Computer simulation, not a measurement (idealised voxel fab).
Documented hereafter: the process module known as voxel air gaps.
This is section cut - it's 245 nm across, gridded in 5 nm square cells.
Cross-section, as written here: a square-cell grid given band by band from the top down, where a band holds one or more rows of cells. A band entry consists of two parts. The first gives the height of the band's top and the height of its bottom, in nm. The rest lists the band's materials from left to right, each with its width in nm. A single material labelled with the word "everywhere" fills the band from edge to edge, and the word "empty" marks empty space. It should be noted that heights are counted from 0, beneath which the wafer as supplied is of one material throughout, and that the lowest band possesses no lower boundary but continues downward, as written in "0..down". The expression "30 to 40" gives the width at the extremes of the band, the first number at its top row of cells and the second at its bottom row, with the width changing by equal amounts from each row to the next in between. Any step labelled "no alteration" changed none of the cells in the cross-section. "Entrapped voids": sealed empty spaces, 8 cells or more, no open way to top, listed width x height at distance, with distance from the left edge and width, height and distance in nm. Formally, on a step line, whatever follows the settings is a remark that the simulator itself makes on the step. Steps that use a mask can have "overlay nm" on their line. It says how far the mask sat to the right of where it was meant to be. Negative means to the left.
-- Planned process steps
| 1 | RECEIVE (material Si) |
| 2 | CONFORMAL_DEP (material SiO2; thk nm 10) |
| 3 | CONFORMAL_DEP (material SiN; thk nm 5) |
| 4 | DIRECTIONAL_DEP (material SiO2; thk nm 35) |
| 5 | PATTERN (tone open; mask id LINES; material resist; width nm 20; pitch nm 50; thk nm 20; overlay nm 0) |
| 6 | DIRECTIONAL_ETCH (etch materials SiO2; depth nm 35) |
| 7 | STRIP (etch materials resist) |
| 8 | CONFORMAL_DEP (material TiN; thk nm 5) |
| 9 | FILL_DEP (material W; thk nm 10) |
| 10 | CMP (height nm 50) |
| 11 | EPI (material Ru; thk nm 10) |
| 12 | SELECTIVE_ETCH (etch materials SiO2; depth nm 45) |
| 13 | CONFORMAL_DEP (material SiN; thk nm 5) |
-- First of two wafers, processed according to plan
-- Cross-section, incoming material, after step 1
  0..down = Si everywhere
  Entrapped voids: none
-- The wafer, seen in cross-section, after step 2
  10..0 = SiO2 everywhere
  Below 0, no change.
-- The wafer, seen in cross-section, after step 3
  15..10 = SiN everywhere
  Below 10, no change.
-- The wafer, seen in cross-section, after step 4
  50..15 = SiO2 everywhere
  Below 15, no change.
-- The wafer, seen in cross-section, after step 5
  70..50 = resist 60 nm / empty 20 nm / resist 30 nm / empty 20 nm / resist 30 nm / empty 20 nm / resist 65 nm
  Below 50, no change.
-- The wafer, seen in cross-section, after step 6
  70..50 = resist 60 nm / empty 20 nm / resist 30 nm / empty 20 nm / resist 30 nm / empty 20 nm / resist 65 nm
  50..15 = SiO2 60 nm / empty 20 nm / SiO2 30 nm / empty 20 nm / SiO2 30 nm / empty 20 nm / SiO2 65 nm
  Below 15, no change.
-- The wafer, seen in cross-section, after step 7
  50..15 = SiO2 60 nm / empty 20 nm / SiO2 30 nm / empty 20 nm / SiO2 30 nm / empty 20 nm / SiO2 65 nm
  Below 15, no change.
-- The wafer, seen in cross-section, after step 8
  55..50 = TiN 65 nm / empty 10 nm / TiN 40 nm / empty 10 nm / TiN 40 nm / empty 10 nm / TiN 70 nm
  50..20 = SiO2 60 nm / TiN 5 nm / empty 10 nm / TiN 5 nm / SiO2 30 nm / TiN 5 nm / empty 10 nm / TiN 5 nm / SiO2 30 nm / TiN 5 nm / empty 10 nm / TiN 5 nm / SiO2 65 nm
  20..15 = SiO2 60 nm / TiN 20 nm / SiO2 30 nm / TiN 20 nm / SiO2 30 nm / TiN 20 nm / SiO2 65 nm
  Below 15, no change.
-- The wafer, seen in cross-section, after step 9
  65..55 = W everywhere
  55..50 = TiN 65 nm / W 10 nm / TiN 40 nm / W 10 nm / TiN 40 nm / W 10 nm / TiN 70 nm
  50..20 = SiO2 60 nm / TiN 5 nm / W 10 nm / TiN 5 nm / SiO2 30 nm / TiN 5 nm / W 10 nm / TiN 5 nm / SiO2 30 nm / TiN 5 nm / W 10 nm / TiN 5 nm / SiO2 65 nm
  Below 20, no change.
-- The wafer, seen in cross-section, after step 10
  50..20 = SiO2 60 nm / TiN 5 nm / W 10 nm / TiN 5 nm / SiO2 30 nm / TiN 5 nm / W 10 nm / TiN 5 nm / SiO2 30 nm / TiN 5 nm / W 10 nm / TiN 5 nm / SiO2 65 nm
  Below 20, no change.
-- The wafer, seen in cross-section, after step 11
  60..50 = empty 50 nm / Ru 40 nm / empty 10 nm / Ru 40 nm / empty 10 nm / Ru 40 nm / empty 55 nm
  Below 50, no change.
-- The wafer, seen in cross-section, after step 12
  60..50 = empty 50 nm / Ru 40 nm / empty 10 nm / Ru 40 nm / empty 10 nm / Ru 40 nm / empty 55 nm
  50..20 = empty 60 nm / TiN 5 nm / W 10 nm / TiN 5 nm / empty 30 nm / TiN 5 nm / W 10 nm / TiN 5 nm / empty 30 nm / TiN 5 nm / W 10 nm / TiN 5 nm / empty 65 nm
  20..15 = empty 60 nm / TiN 20 nm / empty 30 nm / TiN 20 nm / empty 30 nm / TiN 20 nm / empty 65 nm
  Below 15, no change.
-- The wafer, seen in cross-section, after step 13
  65..60 = empty 45 nm / SiN 150 nm / empty 50 nm
  60..50 = empty 45 nm / SiN 5 nm / Ru 40 nm / SiN 10 nm / Ru 40 nm / SiN 10 nm / Ru 40 nm / SiN 5 nm / empty 50 nm
  50..45 = empty 45 nm / SiN 15 nm / TiN 5 nm / W 10 nm / TiN 5 nm / SiN 30 nm / TiN 5 nm / W 10 nm / TiN 5 nm / SiN 30 nm / TiN 5 nm / W 10 nm / TiN 5 nm / SiN 15 nm / empty 50 nm
  45..20 = empty 55 nm / SiN 5 nm / TiN 5 nm / W 10 nm / TiN 5 nm / SiN 5 nm / empty 20 nm / SiN 5 nm / TiN 5 nm / W 10 nm / TiN 5 nm / SiN 5 nm / empty 20 nm / SiN 5 nm / TiN 5 nm / W 10 nm / TiN 5 nm / SiN 5 nm / empty 60 nm
  20..15 = SiN 60 nm / TiN 20 nm / SiN 30 nm / TiN 20 nm / SiN 30 nm / TiN 20 nm / SiN 65 nm
  Below 15, no change.
  Entrapped voids: 20 x 25 at 85; 20 x 25 at 135
-- It is to be noted that the second wafer proceeded from the same initial state and according to the same plan as the first, although one mistake was committed in its execution; through step 10, inclusive, the two wafers share an identical history
-- Second wafer, sectioned view, at step 11's planned end time
  70..50 = empty 40 nm / Ru 160 nm / empty 45 nm
  Below 50, no change.
-- Second wafer, sectioned view, at step 12's planned end time
  70..50 = empty 40 nm / Ru 160 nm / empty 45 nm
  50..20 = empty 60 nm / TiN 5 nm / W 10 nm / TiN 5 nm / SiO2 30 nm / TiN 5 nm / W 10 nm / TiN 5 nm / SiO2 30 nm / TiN 5 nm / W 10 nm / TiN 5 nm / empty 65 nm
  20..15 = empty 60 nm / TiN 20 nm / SiO2 30 nm / TiN 20 nm / SiO2 30 nm / TiN 20 nm / empty 65 nm
  Below 15, no change.
-- Second wafer, sectioned view, at step 13's planned end time
  75..70 = empty 35 nm / SiN 170 nm / empty 40 nm
  70..50 = empty 35 nm / SiN 5 nm / Ru 160 nm / SiN 5 nm / empty 40 nm
  50..45 = empty 35 nm / SiN 25 nm / TiN 5 nm / W 10 nm / TiN 5 nm / SiO2 30 nm / TiN 5 nm / W 10 nm / TiN 5 nm / SiO2 30 nm / TiN 5 nm / W 10 nm / TiN 5 nm / SiN 25 nm / empty 40 nm
  45..20 = empty 55 nm / SiN 5 nm / TiN 5 nm / W 10 nm / TiN 5 nm / SiO2 30 nm / TiN 5 nm / W 10 nm / TiN 5 nm / SiO2 30 nm / TiN 5 nm / W 10 nm / TiN 5 nm / SiN 5 nm / empty 60 nm
  20..15 = SiN 60 nm / TiN 20 nm / SiO2 30 nm / TiN 20 nm / SiO2 30 nm / TiN 20 nm / SiN 65 nm
  Below 15, no change.
Error vs. plan: step 11 of the plan was executed twice over
Final difference in cells, second wafer against first, listed per material as more or fewer: Ru: 80 more; SiN: 40 fewer; SiO2: 84 more
The first wafer finishes with 2 closed voids, while the second finishes with 0.
